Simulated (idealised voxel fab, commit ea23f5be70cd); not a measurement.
You're looking at the process module voxel trench capacitor.
The cross-section on display is named cut; it measures 190 nm wide, and its cells are 5 nm squares.
Think of the cross-section as a grid of square cells. We describe it in bands, top to bottom, and each band covers one or more rows of those cells.
Read a band's entry like this: the first values are the height of its top and the height of its bottom in nm, and what follows is the sequence of materials from left to right, each with its width in nm. Note that "empty" is empty space, and that a single material marked "full width" reaches across the band from edge to edge.
For the purposes of this specification, 0 denotes the height below which the wafer in its as-received condition is composed wholly of one material, and the lowermost band, lacking a lower limit, extends downward without end, as expressed in "z 0 and below".
A width given as "30->40" starts at the first number in the band's top row and ends at the second number in its bottom row, shifting by an equal amount at every step from row to row.
You'll sometimes find "same as before" written for a step, and that's the way of saying that nowhere in the cross-section did a cell change during that step.
This entry, "Fully sealed voids", enumerates those empty regions of no fewer than 8 cells that possess no open connection to the top. Each region is reported in the form width x height at distance, the distance being taken from the left edge, with all three quantities expressed in nm.
Note: text after step settings on the step line = simulator remark on that step.
overlay nm: for a step with a mask, the amount by which the mask lay right of where it was planned; a negative amount means left of it.
These are the steps we planned for the process:
1 RECEIVE, material Si
2 CONFORMAL_DEP, material SiN, thk nm 5
3 DIRECTIONAL_DEP, material aC, thk nm 10
4 PATTERN, tone open, mask id TRENCH, material resist, width nm 30, pitch nm 55, thk nm 25, overlay nm 0
5 DIRECTIONAL_ETCH, etch materials aC, depth nm 10
6 STRIP, etch materials resist
7 DIRECTIONAL_ETCH, etch materials SiN, depth nm 5
8 DIRECTIONAL_ETCH, etch materials Si, depth nm 30
9 STRIP, etch materials aC
10 CONFORMAL_DEP, material HfO2, thk nm 5
11 CONFORMAL_DEP, material TiN, thk nm 5
12 FILL_DEP, material W, thk nm 10
13 CMP, height nm 5
Cross-section, incoming material, after step 1:
    z 0 and below = Si full width
    Fully sealed voids: none
What the wafer looks like in cross-section after this module, when it starts as shown above and follows the plan above but one mistake is made in running it:
    z 5 to 0 = 25 nm SiN / 5 nm TiN / 5 nm HfO2 / 10 nm W / 5 nm HfO2 / 5 nm TiN / 25 nm SiN / 5 nm TiN / 5 nm HfO2 / 10 nm W / 5 nm HfO2 / 5 nm TiN / 25 nm SiN / 5 nm TiN / 5 nm HfO2 / 10 nm W / 5 nm HfO2 / 5 nm TiN / 25 nm SiN
    z 0 to -20 = 25 nm Si / 5 nm TiN / 5 nm HfO2 / 10 nm W / 5 nm HfO2 / 5 nm TiN / 25 nm Si / 5 nm TiN / 5 nm HfO2 / 10 nm W / 5 nm HfO2 / 5 nm TiN / 25 nm Si / 5 nm TiN / 5 nm HfO2 / 10 nm W / 5 nm HfO2 / 5 nm TiN / 25 nm Si
    z -20 to -25 = 25 nm Si / 5 nm TiN / 20 nm HfO2 / 5 nm TiN / 25 nm Si / 5 nm TiN / 20 nm HfO2 / 5 nm TiN / 25 nm Si / 5 nm TiN / 20 nm HfO2 / 5 nm TiN / 25 nm Si
    z -25 to -30 = 25 nm Si / 30 nm TiN / 25 nm Si / 30 nm TiN / 25 nm Si / 30 nm TiN / 25 nm Si
    z -30 and below = Si full width
    Fully sealed voids: none
The plan and the run diverged here: order of steps 10 and 11 inverted relative to the plan
